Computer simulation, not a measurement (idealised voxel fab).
process module | voxel capacitor over wiring
cross-section cut | 205 nm wide | cells 5 nm
A cross-section is a grid of square cells, given in bands from the top down. A band is one or more rows of cells.
Each band's line starts with the height of the band's top and of its bottom, in nm. Then come its materials from left to right, each with its width in nm. One material with "throughout" fills the band from edge to edge. "air" is empty space.
Height 0 is the level under which the wafer as received is all one material. The lowest band goes on downwards, as in "0 down".
A width such as "30 to 40" changes by the same amount from each row of cells to the next, from the band's top row to its bottom row.
"no change" after a step means that no cell of the cross-section changed.
closed voids: empty space of 8 cells or more with no open way to the top, each as width x height at its distance from the left edge, in nm
after a step's settings: what the simulator itself notes on the step
overlay nm, on a step with a mask: how far to the right of its planned place the mask lay; to the left if negative
plan
1 op RECEIVE | material Si
2 op CONFORMAL_DEP | material SiO2 | thk nm 10
3 op CONFORMAL_DEP | material SiCN | thk nm 5
4 op DIRECTIONAL_DEP | material lowk | thk nm 15
5 op PATTERN | tone open | mask id METAL_1 | material resist | width nm 25 | pitch nm 95 | thk nm 15 | overlay nm 0
6 op DIRECTIONAL_ETCH | etch materials lowk | depth nm 15
7 op DIRECTIONAL_ETCH | etch materials SiCN | depth nm 5
8 op STRIP | etch materials resist
9 op CONFORMAL_DEP | material TiN | thk nm 5
10 op FILL_DEP | material Cu | thk nm 5
11 op CMP | height nm 30
12 op EPI | material Ru | thk nm 5
13 op FILL_DEP | material SiCN | thk nm 5
14 op DIRECTIONAL_DEP | material lowk | thk nm 15
15 op DIRECTIONAL_DEP | material aC | thk nm 15
16 op PATTERN | tone open | mask id PLUG_1 | material resist | width nm 15 | thk nm 35 | overlay nm 0
17 op DIRECTIONAL_ETCH | etch materials aC | depth nm 15
18 op STRIP | etch materials resist
19 op DIRECTIONAL_ETCH | etch materials lowk | depth nm 15
20 op DIRECTIONAL_ETCH | etch materials SiCN | depth nm 5
21 op STRIP | etch materials aC
22 op EPI | material Ru | thk nm 10
23 op EPI | material Ru | thk nm 10
24 op DIRECTIONAL_DEP | material TiN | thk nm 10
25 op DIRECTIONAL_DEP | material Al2O3 | thk nm 5
26 op DIRECTIONAL_DEP | material TiN | thk nm 5
27 op MASKED_ETCH | tone cover | mask id UPPER_PLATE | width nm 75 | etch materials TiN | depth nm 5 | overlay nm 0
28 op MASKED_ETCH | tone cover | mask id UPPER_PLATE | width nm 75 | etch materials Al2O3 | depth nm 5 | overlay nm 0
29 op PATTERN | tone cover | mask id LOWER_PLATE | material resist | width nm 85 | thk nm 20 | overlay nm 0
30 op DIRECTIONAL_ETCH | etch materials TiN | depth nm 10
31 op STRIP | etch materials resist
32 op FILL_DEP | material SiO2 | thk nm 20
33 op CMP | height nm 90
34 op DIRECTIONAL_DEP | material aC | thk nm 10
35 op PATTERN | tone open | mask id PLUG_2 | material resist | width nm 15 | thk nm 30 | overlay nm 0
36 op DIRECTIONAL_ETCH | etch materials aC | depth nm 10
37 op STRIP | etch materials resist
38 op DIRECTIONAL_ETCH | etch materials SiO2 | depth nm 15
39 op STRIP | etch materials aC
40 op CONFORMAL_DEP | material TiN | thk nm 5
41 op FILL_DEP | material Ru | thk nm 5
42 op CMP | height nm 90
43 op CONFORMAL_DEP | material SiN | thk nm 5
as received, after step 1
  0 down: Si throughout
  closed voids: none
first wafer at the end, as planned
  95 to 90: SiN throughout
  90 to 80: SiO2 60 | TiN 5 | Ru 5 | TiN 5 | SiO2 130
  80 to 70: SiO2 60 to 50 | TiN 15 to 75 | SiO2 130 to 80
  70 to 65: SiO2 50 | Al2O3 75 | SiO2 80
  65 to 55: SiO2 45 | TiN 85 | SiO2 75
  55 to 40: lowk 50 | Ru 15 | lowk 140
  40 to 35: SiCN 50 | Ru 15 | SiCN 140
  35 to 30: SiCN 35 | Ru 35 | SiCN 60 | Ru 35 | SiCN 40
  30 to 15: lowk 40 | TiN 5 | Cu 15 | TiN 5 | lowk 70 | TiN 5 | Cu 15 | TiN 5 | lowk 45
  15 to 10: SiCN 40 | TiN 25 | SiCN 70 | TiN 25 | SiCN 45
  10 to 0: SiO2 throughout
  0 down: Si throughout
  closed voids: none
second wafer at the end: like start, like plan, one mistake
  95 to 90: SiN throughout
  90 to 80: SiO2 60 | TiN 5 | Ru 5 | TiN 5 | SiO2 130
  80 to 70: SiO2 60 to 50 | TiN 15 to 75 | SiO2 130 to 80
  70 to 65: SiO2 50 | Al2O3 75 | SiO2 80
  65 to 55: SiO2 45 | TiN 85 | SiO2 75
  55 to 40: lowk 50 | Ru 15 | lowk 140
  40 to 35: SiCN 50 | Ru 15 | SiCN 140
  35 to 30: SiCN 35 | Ru 35 | SiCN 60 | Ru 35 | SiCN 40
  30 to 25: SiCN 40 | TiN 25 | SiCN 70 | TiN 25 | SiCN 45
  25 to 10: lowk throughout
  10 to 0: SiO2 throughout
  0 down: Si throughout
  closed voids: none
what went wrong: steps 3 and 4 were swapped
at the end the second wafer has, in cells: 18 fewer of Cu | 12 fewer of TiN | 30 more of lowk
